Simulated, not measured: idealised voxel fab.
You're looking at the process module voxel ribs on slabs.
Cross-sectional view cut (width: 150 nm; square cell size: 5 nm).
Square cells in a grid make up a cross-section in this document, and the grid is given as bands, listed from the top down, each one or more rows of cells.
In this notation a band is specified by the heights of its top and bottom, in that order and in nm, after which its materials appear from left to right, each paired with its width in nm. The word "everywhere" attached to a single material means that material fills the band from edge to edge; the word "empty" stands for empty space.
Height 0 is the level under which the wafer as received is all one material. The lowest band goes on downwards, as in "from 0 down".
Quick explanation for "30 to 40": the width changes in equal steps down the rows of cells, from the first number in the band's top row to the second number in its bottom row.
You'll sometimes find "no change occurred" written for a step, and that's the way of saying that nowhere in the cross-section did a cell change during that step.
Entry "Enclosed voids". Content: empty spaces with no open connection to the top, size 8 cells or greater. Each: width x height at distance. Distance: from left edge. Unit: nm.
Whatever follows a step's settings on its line is a remark the simulator itself makes about that step.
"overlay nm" on a masked step: distance the mask lay right of its planned place, negative for left.

-- The following list gives the planned process steps
step 1: RECEIVE [material Si]
step 2: DIRECTIONAL_DEP [material SiO2] [thk nm 20]
step 3: DIRECTIONAL_DEP [material SiN] [thk nm 25]
step 4: PATTERN [tone cover] [mask id RIB] [material resist] [width nm 30] [thk nm 20] [overlay nm 0]
step 5: DIRECTIONAL_ETCH [etch materials SiN] [depth nm 10]
step 6: STRIP [etch materials resist]
step 7: PATTERN [tone cover] [mask id SLAB] [material resist] [width nm 80] [thk nm 20] [overlay nm 0]
step 8: DIRECTIONAL_ETCH [etch materials SiN] [depth nm 15]
step 9: STRIP [etch materials resist]
step 10: FILL_DEP [material SiO2] [thk nm 30]
step 11: CMP [height nm 65]
step 12: DIRECTIONAL_DEP [material W] [thk nm 5]
step 13: MASKED_ETCH [tone cover] [mask id HEATER] [width nm 40] [etch materials W] [depth nm 5] [overlay nm 0]
step 14: CONFORMAL_DEP [material SiO2] [thk nm 5]

-- The first wafer of two, processed as planned

-- Cross-section of the wafer upon arrival, representing the state reached after step 1
from 0 down | Si everywhere
Enclosed voids: none

-- Cross-sectional representation of the wafer at the conclusion of step 2
from 20 to 0 | SiO2 everywhere
Everything below 0 is unchanged.

-- Cross-sectional representation of the wafer at the conclusion of step 3
from 45 to 20 | SiN everywhere
Everything below 20 is unchanged.

-- Cross-sectional representation of the wafer at the conclusion of step 4
from 65 to 45 | 60 empty  30 resist  60 empty
Everything below 45 is unchanged.

-- Cross-sectional representation of the wafer at the conclusion of step 5
from 65 to 45 | 60 empty  30 resist  60 empty
from 45 to 35 | 60 empty  30 SiN  60 empty
Everything below 35 is unchanged.

-- Cross-sectional representation of the wafer at the conclusion of step 6
from 45 to 35 | 60 empty  30 SiN  60 empty
Everything below 35 is unchanged.

-- Cross-sectional representation of the wafer at the conclusion of step 7
from 65 to 45 | 35 empty  80 resist  35 empty
from 45 to 35 | 35 empty  25 resist  30 SiN  25 resist  35 empty
Everything below 35 is unchanged.

-- Cross-sectional representation of the wafer at the conclusion of step 8
from 65 to 45 | 35 empty  80 resist  35 empty
from 45 to 35 | 35 empty  25 resist  30 SiN  25 resist  35 empty
from 35 to 20 | 35 empty  80 SiN  35 empty
Everything below 20 is unchanged.

-- Cross-sectional representation of the wafer at the conclusion of step 9
from 45 to 35 | 60 empty  30 SiN  60 empty
Everything below 35 is unchanged.

-- Cross-sectional representation of the wafer at the conclusion of step 10
from 75 to 45 | SiO2 everywhere
from 45 to 35 | 60 SiO2  30 SiN  60 SiO2
from 35 to 20 | 35 SiO2  80 SiN  35 SiO2
Everything below 20 is unchanged.

-- Cross-sectional representation of the wafer at the conclusion of step 11
from 65 to 45 | SiO2 everywhere
Everything below 45 is unchanged.

-- Cross-sectional representation of the wafer at the conclusion of step 12
from 70 to 65 | W everywhere
Everything below 65 is unchanged.

-- Cross-sectional representation of the wafer at the conclusion of step 13
from 70 to 65 | 55 empty  40 W  55 empty
Everything below 65 is unchanged.

-- Cross-sectional representation of the wafer at the conclusion of step 14
from 75 to 70 | 50 empty  50 SiO2  50 empty
from 70 to 65 | 55 SiO2  40 W  55 SiO2
Everything below 65 is unchanged.

-- second wafer: like start, like plan, one mistake. Through step 6 it matches the first wafer

-- Cross-section of the second wafer when, according to plan, step 7 should have finished
from 65 to 45 | 45 empty  80 resist  25 empty
from 45 to 35 | 45 empty  15 resist  30 SiN  35 resist  25 empty
Everything below 35 is unchanged.

-- Cross-section of the second wafer when, according to plan, step 8 should have finished
from 65 to 45 | 45 empty  80 resist  25 empty
from 45 to 35 | 45 empty  15 resist  30 SiN  35 resist  25 empty
from 35 to 20 | 45 empty  80 SiN  25 empty
Everything below 20 is unchanged.

-- Cross-section of the second wafer when, according to plan, step 9 should have finished
from 45 to 35 | 60 empty  30 SiN  60 empty
Everything below 35 is unchanged.

-- Cross-section of the second wafer when, according to plan, step 10 should have finished
from 75 to 45 | SiO2 everywhere
from 45 to 35 | 60 SiO2  30 SiN  60 SiO2
from 35 to 20 | 45 SiO2  80 SiN  25 SiO2
Everything below 20 is unchanged.

-- Cross-section of the second wafer when, according to plan, step 11 should have finished
from 65 to 45 | SiO2 everywhere
Everything below 45 is unchanged.

-- Cross-section of the second wafer when, according to plan, step 12 should have finished
from 70 to 65 | W everywhere
Everything below 65 is unchanged.

-- Cross-section of the second wafer when, according to plan, step 13 should have finished
from 70 to 65 | 55 empty  40 W  55 empty
Everything below 65 is unchanged.

-- Cross-section of the second wafer when, according to plan, step 14 should have finished
from 75 to 70 | 50 empty  50 SiO2  50 empty
from 70 to 65 | 55 SiO2  40 W  55 SiO2
Everything below 65 is unchanged.
The plan and the run diverged here: step 7 did not happen as planned, as run it was PATTERN [tone cover] [mask id SLAB] [material resist] [width nm 80] [thk nm 20] [overlay nm 10]
Heads up: at the end the two wafers have identical cell counts per material, they're just laid out differently.
